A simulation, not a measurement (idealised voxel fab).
Process module name: voxel tone inversion
The cross-section on display is named cut; it measures 250 nm wide, and its cells are 5 nm squares.
A cross-section is written here as square cells arranged in a grid, and it is given in bands from the top down, each band taking up one or more rows of cells.
Each band's line starts with the height of the band's top and of its bottom, in nm. Then come its materials from left to right, each with its width in nm. One material with "edge to edge" fills the band from edge to edge. "empty" is empty space.
Heights are reckoned from 0. Under this level, the received wafer is all of one material. The bottommost band is open-ended downward, for example "0 -> down".
Width "30 to 40": first value at the band's top row of cells, second value at its bottom row, equal change from row to row.
Step marked "no alterations made"? Then no cell in the cross-section changed in it.
Enclosed voids (no open way to top), threshold 8 cells or more, entry "Closed empty spaces", notation width x height at distance, distance from left edge, nm.
The remark found on a step's line after its settings is issued by the simulator itself and pertains to that step.
overlay nm: how far to the right of its planned place the mask lay on this masked step (negative: to the left).

[Here's what the planned process steps look like]
1. RECEIVE with material Si
2. CONFORMAL_DEP with material SiN, thk nm 10
3. DIRECTIONAL_DEP with material polySi, thk nm 25
4. PATTERN with tone cover, mask id POSTS, material resist, width nm 15, pitch nm 45, thk nm 35, overlay nm 0
5. DIRECTIONAL_ETCH with etch materials polySi, depth nm 25
6. STRIP with etch materials resist
7. FILL_DEP with material SiO2, thk nm 10
8. CMP with height nm 35
9. STRIP with etch materials polySi
10. CONFORMAL_DEP with material TiN, thk nm 5
11. FILL_DEP with material Ru, thk nm 10
12. CMP with height nm 35
13. CONFORMAL_DEP with material SiN, thk nm 5

[Cross-section, incoming material, after step 1]
	0 -> down  Si edge to edge
	Closed empty spaces: none

[The plan above was carried out on the starting structure above with one mistake, and this cross-section shows the wafer at the end of the module]
	40 -> 35  SiN edge to edge
	35 -> 15  70 SiO2, then 5 TiN, then 5 Ru, then 5 TiN, then 30 SiO2, then 5 TiN, then 5 Ru, then 5 TiN, then 30 SiO2, then 5 TiN, then 5 Ru, then 5 TiN, then 75 SiO2
	15 -> 10  70 SiO2, then 15 TiN, then 30 SiO2, then 15 TiN, then 30 SiO2, then 15 TiN, then 75 SiO2
	10 -> 0  SiO2 edge to edge
	0 -> down  Si edge to edge
	Closed empty spaces: none
Run error: step 2 was not run as planned; what actually ran was CONFORMAL_DEP with material SiO2, thk nm 10
